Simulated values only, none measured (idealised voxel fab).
A process module follows: voxel wiring stack.
210 nm wide, 5 nm square cells: that's cross-section cut.
When this document writes out a cross-section, it uses a grid of square cells and lists it as bands, beginning at the top and moving down, with a band standing for one or more rows of cells. Basically the band line says how high the top is and how high the bottom is, in nm, and then what's in it from left to right, every material with its width in nm. Empty space shows up as "air", and if a single material carries "all across" it runs the full band edge to edge. Convention: height 0 is the level below which the wafer, as received, is all one material. The lowest band does not terminate at the bottom but continues downward, represented as "z 0 and below". With a width like "30..40", each row of cells in the band differs from the next by the same amount, the top row carrying the first number and the bottom row the second. Reading "nothing changed" for a step: not a cell of the cross-section changed in it. If an empty space has no open way to the top and is at least 8 cells in size, "Closed cavities" lists it, written width x height at distance, where distance is measured from the left edge and every value is in nm. The remark found on a step's line after its settings is issued by the simulator itself and pertains to that step. The optional step-line setting "overlay nm" applies to steps with a mask and quantifies how far to the right of its planned location the mask lay, a negative value indicating leftward placement.
The steps planned for the process are as follows
| 1 | RECEIVE with material Si |
| 2 | CONFORMAL_DEP with material SiO2, thk nm 10 |
| 3 | CONFORMAL_DEP with material SiN, thk nm 5 |
| 4 | DIRECTIONAL_DEP with material SiO2, thk nm 25 |
| 5 | DIRECTIONAL_DEP with material aC, thk nm 10 |
| 6 | PATTERN with tone open, mask id METAL_1, material resist, width nm 25, pitch nm 50, thk nm 30, overlay nm 0 |
| 7 | DIRECTIONAL_ETCH with etch materials aC, depth nm 10 |
| 8 | STRIP with etch materials resist |
| 9 | DIRECTIONAL_ETCH with etch materials SiO2, depth nm 25 |
| 10 | DIRECTIONAL_ETCH with etch materials SiN, depth nm 5 |
| 11 | STRIP with etch materials aC |
| 12 | CONFORMAL_DEP with material TiN, thk nm 5 |
| 13 | FILL_DEP with material Cu, thk nm 5 |
| 14 | CMP with height nm 40 |
| 15 | CONFORMAL_DEP with material SiCN, thk nm 5 |
| 16 | DIRECTIONAL_DEP with material SiO2, thk nm 25 |
| 17 | MASKED_ETCH with tone open, mask id METAL_2_HOLES, width nm 15, pitch nm 50, etch materials SiO2, depth nm 25, overlay nm 0 |
| 18 | MASKED_ETCH with tone open, mask id METAL_2, width nm 25, pitch nm 50, etch materials SiO2, depth nm 15, overlay nm 0 |
| 19 | MASKED_ETCH with tone open, mask id METAL_2, width nm 25, pitch nm 50, etch materials SiCN, depth nm 5, overlay nm 0 |
| 20 | CONFORMAL_DEP with material TiN, thk nm 5 |
| 21 | FILL_DEP with material Cu, thk nm 10 |
| 22 | CMP with height nm 70 |
| 23 | CONFORMAL_DEP with material SiCN, thk nm 5 |
| 24 | DIRECTIONAL_DEP with material lowk, thk nm 35 |
| 25 | PATTERN with tone open, mask id METAL_3, material resist, width nm 25, pitch nm 50, thk nm 15, overlay nm 0 |
| 26 | DIRECTIONAL_ETCH with etch materials lowk, depth nm 20 |
| 27 | STRIP with etch materials resist |
| 28 | DIRECTIONAL_DEP with material aC, thk nm 15 |
| 29 | PATTERN with tone open, mask id METAL_3_HOLES, material resist, width nm 15, pitch nm 50, thk nm 35, overlay nm 0 |
| 30 | DIRECTIONAL_ETCH with etch materials aC, depth nm 15 |
| 31 | STRIP with etch materials resist |
| 32 | DIRECTIONAL_ETCH with etch materials lowk, depth nm 15 |
| 33 | DIRECTIONAL_ETCH with etch materials SiCN, depth nm 5 |
| 34 | STRIP with etch materials aC |
| 35 | CONFORMAL_DEP with material TiN, thk nm 5 |
| 36 | FILL_DEP with material Cu, thk nm 5 |
| 37 | CMP with height nm 110 |
| 38 | CONFORMAL_DEP with material SiN, thk nm 5 |
Cross-section of the wafer as it came to us, i.e., already through step 1
    z 0 and below = Si all across
    Closed cavities: none
Below is the wafer in cross-section after the module was completed. It began from the starting point shown above and followed the plan shown above, except that one mistake was made while running it
    z 115 to 110 = SiN all across
    z 110 to 95 = 15 of lowk | 5 of TiN | 15 of Cu | 5 of TiN | 25 of lowk | 5 of TiN | 15 of Cu | 5 of TiN | 25 of lowk | 5 of TiN | 15 of Cu | 5 of TiN | 25 of lowk | 5 of TiN | 15 of Cu | 5 of TiN | 20 of lowk
    z 95 to 90 = 15 of lowk | 10 of TiN | 5 of Cu | 10 of TiN | 25 of lowk | 10 of TiN | 5 of Cu | 10 of TiN | 25 of lowk | 10 of TiN | 5 of Cu | 10 of TiN | 25 of lowk | 10 of TiN | 5 of Cu | 10 of TiN | 20 of lowk
    z 90 to 75 = 20 of lowk | 5 of TiN | 5 of Cu | 5 of TiN | 35 of lowk | 5 of TiN | 5 of Cu | 5 of TiN | 35 of lowk | 5 of TiN | 5 of Cu | 5 of TiN | 35 of lowk | 5 of TiN | 5 of Cu | 5 of TiN | 25 of lowk
    z 75 to 70 = 20 of SiCN | 15 of TiN | 35 of SiCN | 15 of TiN | 35 of SiCN | 15 of TiN | 35 of SiCN | 15 of TiN | 25 of SiCN
    z 70 to 60 = 15 of SiO2 | 5 of TiN | 15 of Cu | 5 of TiN | 25 of SiO2 | 5 of TiN | 15 of Cu | 5 of TiN | 25 of SiO2 | 5 of TiN | 15 of Cu | 5 of TiN | 25 of SiO2 | 5 of TiN | 15 of Cu | 5 of TiN | 20 of SiO2
    z 60 to 55 = 15 of SiO2 | 5 of TiN | 5 of Cu | 15 of TiN | 25 of SiO2 | 5 of TiN | 5 of Cu | 15 of TiN | 25 of SiO2 | 5 of TiN | 5 of Cu | 15 of TiN | 25 of SiO2 | 5 of TiN | 5 of Cu | 15 of TiN | 20 of SiO2
    z 55 to 45 = 15 of SiO2 | 5 of TiN | 5 of Cu | 5 of TiN | 35 of SiO2 | 5 of TiN | 5 of Cu | 5 of TiN | 35 of SiO2 | 5 of TiN | 5 of Cu | 5 of TiN | 35 of SiO2 | 5 of TiN | 5 of Cu | 5 of TiN | 30 of SiO2
    z 45 to 40 = 15 of SiCN | 15 of TiN | 35 of SiCN | 15 of TiN | 35 of SiCN | 15 of TiN | 35 of SiCN | 15 of TiN | 30 of SiCN
    z 40 to 15 = 15 of SiO2 | 5 of TiN | 15 of Cu | 5 of TiN | 25 of SiO2 | 5 of TiN | 15 of Cu | 5 of TiN | 25 of SiO2 | 5 of TiN | 15 of Cu | 5 of TiN | 25 of SiO2 | 5 of TiN | 15 of Cu | 5 of TiN | 20 of SiO2
    z 15 to 10 = 15 of SiN | 25 of TiN | 25 of SiN | 25 of TiN | 25 of SiN | 25 of TiN | 25 of SiN | 25 of TiN | 20 of SiN
    z 10 to 0 = SiO2 all across
    z 0 and below = Si all across
    Closed cavities: none
Heads up, the wafer didn't run the way we planned it: step 29 did not use the planned setting and instead ran as PATTERN with tone open, mask id METAL_3_HOLES, material resist, width nm 15, pitch nm 50, thk nm 35, overlay nm 5
